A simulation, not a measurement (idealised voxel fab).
Presented below is a process module, voxel wiring stack.
Shown is cross-section cut, with a width of 275 nm and square cells of size 5 nm.
Each cross-section below is a grid of square cells, stated as bands in top-down order, with one or more rows of cells making up each band.
Heads up on the band format: heights come first, top then bottom, in nm. After that it's the materials left to right, each with its width in nm. A single material flagged "full width" fills the whole band edge to edge, and "empty" means there's empty space there.
Heights are measured from 0, the level below which the as-received wafer is all one material; the lowest band has no bottom and continues downward, written as in "z 0 and below".
You'd read "30 to 40" like this: the band's top row of cells is as wide as the first number, its bottom row is as wide as the second, and going down, every row changes width by the same amount as the row before did.
The cross-section has no changed cell in any step marked "nothing was modified".
The entry titled "Encapsulated voids" provides the empty spaces that have no open way to the top, restricted to those of 8 cells or more. Each is presented as width x height at distance, the distance being measured from the left edge, with all three in nm.
Note: text after step settings on the step line = simulator remark on that step.
Each step line may optionally specify "overlay nm", which for a step with a mask gives the rightward distance between the mask's planned place and where it lay, a negative value indicating the leftward direction.

[The steps planned for the process are as follows]
1) RECEIVE: material Si
2) CONFORMAL_DEP: material SiO2, thk nm 15
3) DIRECTIONAL_DEP: material TiN, thk nm 5
4) DIRECTIONAL_DEP: material Ru, thk nm 25
5) DIRECTIONAL_DEP: material aC, thk nm 15
6) PATTERN: tone cover, mask id METAL_1, material resist, width nm 20, pitch nm 40, thk nm 30, overlay nm 0
7) DIRECTIONAL_ETCH: etch materials aC, depth nm 15
8) STRIP: etch materials resist
9) DIRECTIONAL_ETCH: etch materials Ru, depth nm 25
10) DIRECTIONAL_ETCH: etch materials TiN, depth nm 5
11) STRIP: etch materials aC
12) FILL_DEP: material SiO2, thk nm 5
13) CMP: height nm 45
14) CONFORMAL_DEP: material SiCN, thk nm 5
15) DIRECTIONAL_DEP: material lowk, thk nm 30
16) PATTERN: tone open, mask id METAL_2_HOLES, material resist, width nm 15, pitch nm 80, thk nm 15, overlay nm 0
17) DIRECTIONAL_ETCH: etch materials lowk, depth nm 30
18) STRIP: etch materials resist
19) PATTERN: tone open, mask id METAL_2, material resist, width nm 20, pitch nm 40, thk nm 15, overlay nm 0
20) DIRECTIONAL_ETCH: etch materials lowk, depth nm 20
21) DIRECTIONAL_ETCH: etch materials SiCN, depth nm 5
22) STRIP: etch materials resist
23) CONFORMAL_DEP: material TiN, thk nm 5
24) FILL_DEP: material Ru, thk nm 5
25) CMP: height nm 80
26) CONFORMAL_DEP: material SiCN, thk nm 5
27) DIRECTIONAL_DEP: material SiO2, thk nm 35
28) DIRECTIONAL_DEP: material aC, thk nm 10
29) PATTERN: tone open, mask id METAL_3, material resist, width nm 20, pitch nm 40, thk nm 30, overlay nm 0
30) DIRECTIONAL_ETCH: etch materials aC, depth nm 10
31) STRIP: etch materials resist
32) DIRECTIONAL_ETCH: etch materials SiO2, depth nm 20
33) STRIP: etch materials aC
34) MASKED_ETCH: tone open, mask id METAL_3_HOLES, width nm 15, pitch nm 80, etch materials SiO2, depth nm 15, overlay nm 0
35) MASKED_ETCH: tone open, mask id METAL_3_HOLES, width nm 15, pitch nm 80, etch materials SiCN, depth nm 5, overlay nm 0
36) CONFORMAL_DEP: material TiN, thk nm 5
37) FILL_DEP: material Cu, thk nm 10
38) CMP: height nm 120
39) CONFORMAL_DEP: material SiN, thk nm 5

[Shown in cross-section is the wafer as received, that is, as it stands after step 1]
z 0 and below | Si full width
Encapsulated voids: none

[Cross-sectional result after module completion. Note: starting condition and plan are unchanged from above; one processing mistake was made]
z 125 to 120 | SiN full width
z 120 to 105 | SiO2=65 / TiN=5 / Cu=10 / TiN=5 / SiO2=20 / TiN=5 / Cu=10 / TiN=5 / SiO2=20 / TiN=5 / Cu=10 / TiN=5 / SiO2=20 / TiN=5 / Cu=10 / TiN=5 / SiO2=70
z 105 to 100 | SiO2=65 / TiN=5 / Cu=5 / TiN=10 / SiO2=20 / TiN=20 / SiO2=20 / TiN=5 / Cu=5 / TiN=10 / SiO2=20 / TiN=20 / SiO2=70
z 100 to 85 | SiO2=65 / TiN=5 / Cu=5 / TiN=5 / SiO2=65 / TiN=5 / Cu=5 / TiN=5 / SiO2=115
z 85 to 80 | SiCN=65 / TiN=15 / SiCN=65 / TiN=15 / SiCN=115
z 80 to 65 | lowk=65 / TiN=5 / Ru=10 / TiN=5 / lowk=20 / TiN=5 / Ru=10 / TiN=5 / lowk=20 / TiN=5 / Ru=10 / TiN=5 / lowk=20 / TiN=5 / Ru=10 / TiN=5 / lowk=70
z 65 to 60 | lowk=65 / TiN=5 / Ru=5 / TiN=10 / lowk=20 / TiN=20 / lowk=20 / TiN=5 / Ru=5 / TiN=10 / lowk=20 / TiN=20 / lowk=70
z 60 to 50 | lowk=65 / TiN=5 / Ru=5 / TiN=5 / lowk=65 / TiN=5 / Ru=5 / TiN=5 / lowk=115
z 50 to 45 | SiCN=65 / TiN=15 / SiCN=65 / TiN=15 / SiCN=115
z 45 to 40 | SiO2 full width
z 40 to 15 | SiO2=65 / Ru=20 / SiO2=20 / Ru=20 / SiO2=20 / Ru=20 / SiO2=20 / Ru=20 / SiO2=70
z 15 to 0 | SiO2 full width
z 0 and below | Si full width
Encapsulated voids: none
What was done differently from what was planned? skipped: plan step 3 (never run)
